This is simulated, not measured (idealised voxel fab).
The process module that follows is named voxel trench capacitor.
Square cell edge 5 nm, section width 260 nm, ID cut.
When this document writes out a cross-section, it uses a grid of square cells and lists it as bands, beginning at the top and moving down, with a band standing for one or more rows of cells. Band: top height; bottom height; in nm. Then, left to right: material with width in nm, for each material. "edge to edge": a single material spanning edge to edge. "air": empty space. The reference from which all heights are counted is 0, the level beneath which the as-received wafer is entirely one material; the lowest band, having no lower bound, proceeds downward and is written after the example "z 0 and below". Quick explanation for "30->40": the width changes in equal steps down the rows of cells, from the first number in the band's top row to the second number in its bottom row. "nothing was modified" after a step means that no cell of the cross-section changed. "Entrapped void list" contains a list of empty spaces, each no smaller than 8 cells and without an open way to the top, written in the form width x height at distance with the distance from the left edge and all three in nm. Whatever follows a step's settings on its line is a remark the simulator itself makes about that step. A step's line can hold "overlay nm"; with a mask on that step, the setting says how far right of the planned place the mask lay, while a negative setting says it lay to the left.

THIS SECTION LISTS THE PROCESS STEPS THAT WERE PLANNED
- 1: RECEIVE: material Si
- 2: CONFORMAL_DEP: material SiN, thk nm 10
- 3: DIRECTIONAL_DEP: material aC, thk nm 15
- 4: PATTERN: tone open, mask id TRENCH, material resist, width nm 30, pitch nm 55, thk nm 30, overlay nm 0
- 5: DIRECTIONAL_ETCH: etch materials aC, depth nm 15
- 6: STRIP: etch materials resist
- 7: DIRECTIONAL_ETCH: etch materials SiN, depth nm 10
- 8: DIRECTIONAL_ETCH: etch materials Si, depth nm 30
- 9: STRIP: etch materials aC
- 10: CONFORMAL_DEP: material HfO2, thk nm 5
- 11: CONFORMAL_DEP: material TiN, thk nm 5
- 12: FILL_DEP: material W, thk nm 10
- 13: CMP: height nm 10

AS RECEIVED, AFTER STEP 1
* z 0 and below | Si edge to edge
* Entrapped void list: none

CROSS-SECTION, FIRST OF TWO WAFERS, END OF MODULE, RUN AS PLANNED
* z 10 to 0 | SiN=30 / HfO2=5 / TiN=5 / W=10 / TiN=5 / HfO2=5 / SiN=25 / HfO2=5 / TiN=5 / W=10 / TiN=5 / HfO2=5 / SiN=25 / HfO2=5 / TiN=5 / W=10 / TiN=5 / HfO2=5 / SiN=25 / HfO2=5 / TiN=5 / W=10 / TiN=5 / HfO2=5 / SiN=35
* z 0 to -20 | Si=30 / HfO2=5 / TiN=5 / W=10 / TiN=5 / HfO2=5 / Si=25 / HfO2=5 / TiN=5 / W=10 / TiN=5 / HfO2=5 / Si=25 / HfO2=5 / TiN=5 / W=10 / TiN=5 / HfO2=5 / Si=25 / HfO2=5 / TiN=5 / W=10 / TiN=5 / HfO2=5 / Si=35
* z -20 to -25 | Si=30 / HfO2=5 / TiN=20 / HfO2=5 / Si=25 / HfO2=5 / TiN=20 / HfO2=5 / Si=25 / HfO2=5 / TiN=20 / HfO2=5 / Si=25 / HfO2=5 / TiN=20 / HfO2=5 / Si=35
* z -25 to -30 | Si=30 / HfO2=30 / Si=25 / HfO2=30 / Si=25 / HfO2=30 / Si=25 / HfO2=30 / Si=35
* z -30 and below | Si edge to edge
* Entrapped void list: none

PRESENTED HERE IS A CROSS-SECTION OF THE SECOND OF THE TWO WAFERS AS IT STOOD AT THE END OF THE MODULE. IT WAS STARTED IN THE SAME MANNER AND ASSIGNED THE SAME PLAN AS THE FIRST WAFER; HOWEVER, ONE MISTAKE WAS MADE IN ITS EXECUTION
* z 10 to 0 | SiN=30 / TiN=5 / HfO2=5 / W=10 / HfO2=5 / TiN=5 / SiN=25 / TiN=5 / HfO2=5 / W=10 / HfO2=5 / TiN=5 / SiN=25 / TiN=5 / HfO2=5 / W=10 / HfO2=5 / TiN=5 / SiN=25 / TiN=5 / HfO2=5 / W=10 / HfO2=5 / TiN=5 / SiN=35
* z 0 to -20 | Si=30 / TiN=5 / HfO2=5 / W=10 / HfO2=5 / TiN=5 / Si=25 / TiN=5 / HfO2=5 / W=10 / HfO2=5 / TiN=5 / Si=25 / TiN=5 / HfO2=5 / W=10 / HfO2=5 / TiN=5 / Si=25 / TiN=5 / HfO2=5 / W=10 / HfO2=5 / TiN=5 / Si=35
* z -20 to -25 | Si=30 / TiN=5 / HfO2=20 / TiN=5 / Si=25 / TiN=5 / HfO2=20 / TiN=5 / Si=25 / TiN=5 / HfO2=20 / TiN=5 / Si=25 / TiN=5 / HfO2=20 / TiN=5 / Si=35
* z -25 to -30 | Si=30 / TiN=30 / Si=25 / TiN=30 / Si=25 / TiN=30 / Si=25 / TiN=30 / Si=35
* z -30 and below | Si edge to edge
* Entrapped void list: none
What broke from the plan during processing? transposition of steps 10 and 11 relative to the planned sequence
Upon completion, the second wafer contains, in terms of cells, a greater or smaller amount of certain materials than the first wafer: -16 HfO2, +16 TiN
